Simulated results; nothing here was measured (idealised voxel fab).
Proc. module: voxel capacitor over wiring
Square cell edge 5 nm, section width 270 nm, ID cut.
Each cross-section below is a grid of square cells, stated as bands in top-down order, with one or more rows of cells making up each band. The band entry comprises the height of the band's top followed by the height of its bottom, expressed in nm, and subsequently the band's materials from left to right, each stated together with its width in nm. Where a single material is marked with the word "everywhere", that material fills the band from edge to edge. The word "air" represents empty space. Convention: height 0 is the level below which the wafer, as received, is all one material. The lowest band does not terminate at the bottom but continues downward, represented as "0 -> down". The width entry "30..40" should be interpreted row by row: the top row of cells in the band takes the first number, the bottom row takes the second number, and the change between adjacent rows is uniform throughout. "nothing got changed" -> step changed no cross-section cell. Empty spaces counting at least 8 cells and having no open way to the top are listed in "Fully closed voids". The notation width x height at distance is used for each, the distance being from the left edge and all three values in nm. Post-settings text on a step line: simulator's own remark regarding the step. "overlay nm", when on a step's line for a step with a mask, measures how far to the right of its planned place the mask lay; a negative measure means to the left.

**Listed below are the process steps as planned**
1,RECEIVE | material Si
2,CONFORMAL_DEP | material SiO2 | thk nm 15
3,CONFORMAL_DEP | material SiCN | thk nm 5
4,DIRECTIONAL_DEP | material SiO2 | thk nm 25
5,MASKED_ETCH | tone open | mask id METAL_1 | width nm 20 | pitch nm 90 | etch materials SiO2 | depth nm 25 | overlay nm 0
6,MASKED_ETCH | tone open | mask id METAL_1 | width nm 20 | pitch nm 90 | etch materials SiCN | depth nm 5 | overlay nm 0
7,CONFORMAL_DEP | material TiN | thk nm 5
8,FILL_DEP | material Cu | thk nm 10
9,CMP | height nm 45
10,EPI | material Ru | thk nm 5
11,FILL_DEP | material SiCN | thk nm 5
12,DIRECTIONAL_DEP | material lowk | thk nm 10
13,MASKED_ETCH | tone open | mask id PLUG_1 | width nm 15 | etch materials lowk | depth nm 10 | overlay nm 0
14,MASKED_ETCH | tone open | mask id PLUG_1 | width nm 15 | etch materials SiCN | depth nm 5 | overlay nm 0
15,CONFORMAL_DEP | material TiN | thk nm 5
16,FILL_DEP | material W | thk nm 10
17,CMP | height nm 65
18,DIRECTIONAL_DEP | material TiN | thk nm 5
19,DIRECTIONAL_DEP | material HfO2 | thk nm 5
20,DIRECTIONAL_DEP | material TiN | thk nm 10
21,MASKED_ETCH | tone cover | mask id UPPER_PLATE | width nm 75 | etch materials TiN | depth nm 10 | overlay nm 0
22,MASKED_ETCH | tone cover | mask id UPPER_PLATE | width nm 75 | etch materials HfO2 | depth nm 5 | overlay nm 0
23,MASKED_ETCH | tone cover | mask id LOWER_PLATE | width nm 85 | etch materials TiN | depth nm 5 | overlay nm 0
24,FILL_DEP | material SiO2 | thk nm 20
25,CMP | height nm 100
26,MASKED_ETCH | tone open | mask id PLUG_2 | width nm 15 | etch materials SiO2 | depth nm 15 | overlay nm 0
27,CONFORMAL_DEP | material TiN | thk nm 5
28,FILL_DEP | material W | thk nm 10
29,CMP | height nm 100
30,CONFORMAL_DEP | material SiCN | thk nm 5

**Cross-section of the incoming wafer, state after step 1**
- 0 -> down = Si everywhere
- Fully closed voids: none

**Cross-section taken at module completion on the first of two wafers; processed per the plan**
- 105 -> 100 = SiCN everywhere
- 100 -> 90 = 95 nm SiO2, then 5 nm TiN, then 5 nm W, then 5 nm TiN, then 160 nm SiO2
- 90 -> 85 = 95 nm SiO2, then 15 nm TiN, then 160 nm SiO2
- 85 -> 75 = 85 nm SiO2, then 75 nm TiN, then 110 nm SiO2
- 75 -> 70 = 85 nm SiO2, then 75 nm HfO2, then 110 nm SiO2
- 70 -> 65 = 80 nm SiO2, then 85 nm TiN, then 105 nm SiO2
- 65 -> 55 = 85 nm lowk, then 5 nm TiN, then 5 nm W, then 5 nm TiN, then 170 nm lowk
- 55 -> 50 = 85 nm SiCN, then 15 nm TiN, then 170 nm SiCN
- 50 -> 45 = 75 nm SiCN, then 30 nm Ru, then 60 nm SiCN, then 30 nm Ru, then 75 nm SiCN
- 45 -> 20 = 80 nm SiO2, then 5 nm TiN, then 10 nm Cu, then 5 nm TiN, then 70 nm SiO2, then 5 nm TiN, then 10 nm Cu, then 5 nm TiN, then 80 nm SiO2
- 20 -> 15 = 80 nm SiCN, then 20 nm TiN, then 70 nm SiCN, then 20 nm TiN, then 80 nm SiCN
- 15 -> 0 = SiO2 everywhere
- 0 -> down = Si everywhere
- Fully closed voids: none

**Wafer two (of two), end-of-module cross-section: start = wafer one, plan = wafer one, one run mistake**
- 105 -> 100 = SiCN everywhere
- 100 -> 95 = 95 nm SiO2, then 15 nm TiN, then 160 nm SiO2
- 95 -> 85 = 85 nm SiO2, then 75 nm TiN, then 110 nm SiO2
- 85 -> 80 = 85 nm SiO2, then 75 nm HfO2, then 110 nm SiO2
- 80 -> 75 = 80 nm SiO2, then 85 nm TiN, then 105 nm SiO2
- 75 -> 70 = W everywhere
- 70 -> 65 = 90 nm TiN, then 5 nm W, then 175 nm TiN
- 65 -> 55 = 85 nm lowk, then 5 nm TiN, then 5 nm W, then 5 nm TiN, then 170 nm lowk
- 55 -> 50 = 85 nm SiCN, then 15 nm TiN, then 170 nm SiCN
- 50 -> 45 = 75 nm SiCN, then 30 nm Ru, then 60 nm SiCN, then 30 nm Ru, then 75 nm SiCN
- 45 -> 20 = 80 nm SiO2, then 5 nm TiN, then 10 nm Cu, then 5 nm TiN, then 70 nm SiO2, then 5 nm TiN, then 10 nm Cu, then 5 nm TiN, then 80 nm SiO2
- 20 -> 15 = 80 nm SiCN, then 20 nm TiN, then 70 nm SiCN, then 20 nm TiN, then 80 nm SiCN
- 15 -> 0 = SiO2 everywhere
- 0 -> down = Si everywhere
- Fully closed voids: none
Heads up, the wafer didn't run the way we planned it: step 17 was not run as planned; what actually ran was CMP | height nm 75
Looking at both finished wafers in cells, the second ends up ahead of or behind the first on some materials: -102 SiO2, +49 TiN, +53 W
